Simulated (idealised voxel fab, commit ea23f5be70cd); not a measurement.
process module | voxel self aligned contacts
cross-section cut | 160 nm wide | cells 5 nm
A cross-section is a grid of square cells, given in bands from the top down. A band is one or more rows of cells.
Each band's line starts with the height of the band's top and of its bottom, in nm. Then come its materials from left to right, each with its width in nm. One material with "throughout" fills the band from edge to edge. "air" is empty space.
Height 0 is the level under which the wafer as received is all one material. The lowest band goes on downwards, as in "0 down".
A width such as "30 to 40" changes by the same amount from each row of cells to the next, from the band's top row to its bottom row.
"no change" after a step means that no cell of the cross-section changed.
closed voids: empty space of 8 cells or more with no open way to the top, each as width x height at its distance from the left edge, in nm
after a step's settings: what the simulator itself notes on the step
overlay nm, on a step with a mask: how far to the right of its planned place the mask lay; to the left if negative
plan
1 op RECEIVE | material Si
2 op CONFORMAL_DEP | material SiO2 | thk nm 5
3 op DIRECTIONAL_DEP | material polySi | thk nm 20
4 op DIRECTIONAL_DEP | material SiN | thk nm 25
5 op MASKED_ETCH | tone cover | mask id GATE | width nm 25 | pitch nm 60 | etch materials SiN | depth nm 25 | overlay nm 0
6 op MASKED_ETCH | tone cover | mask id GATE | width nm 25 | pitch nm 60 | etch materials polySi | depth nm 20 | overlay nm 0
7 op CONFORMAL_DEP | material SiN | thk nm 10
8 op DIRECTIONAL_ETCH | etch materials SiN | depth nm 10
9 op FILL_DEP | material SiO2 | thk nm 20
10 op CMP | height nm 60
11 op MASKED_ETCH | tone open | mask id CONTACT | width nm 45 | etch materials SiO2 | depth nm 60 | overlay nm 0
12 op CONFORMAL_DEP | material TiN | thk nm 5
13 op FILL_DEP | material Ru | thk nm 10
14 op CMP | height nm 60
15 op CONFORMAL_DEP | material SiCN | thk nm 5
as received, after step 1
  0 down: Si throughout
  closed voids: none
a wafer at the end: this start, this plan, one mistake
  65 to 60: SiCN throughout
  60 to 55: SiO2 55 | TiN 5 | Ru 35 | TiN 5 | SiO2 60
  55 to 50: SiO2 55 | TiN 45 | SiO2 60
  50 to 25: SiN 45 | SiO2 5 | SiN 55 | SiO2 5 | SiN 50
  25 to 5: polySi throughout
  5 to 0: SiO2 throughout
  0 down: Si throughout
  closed voids: none
what went wrong: step 5 ran as: op MASKED_ETCH | tone open | mask id GATE | width nm 25 | pitch nm 60 | etch materials SiN | depth nm 25 | overlay nm 0
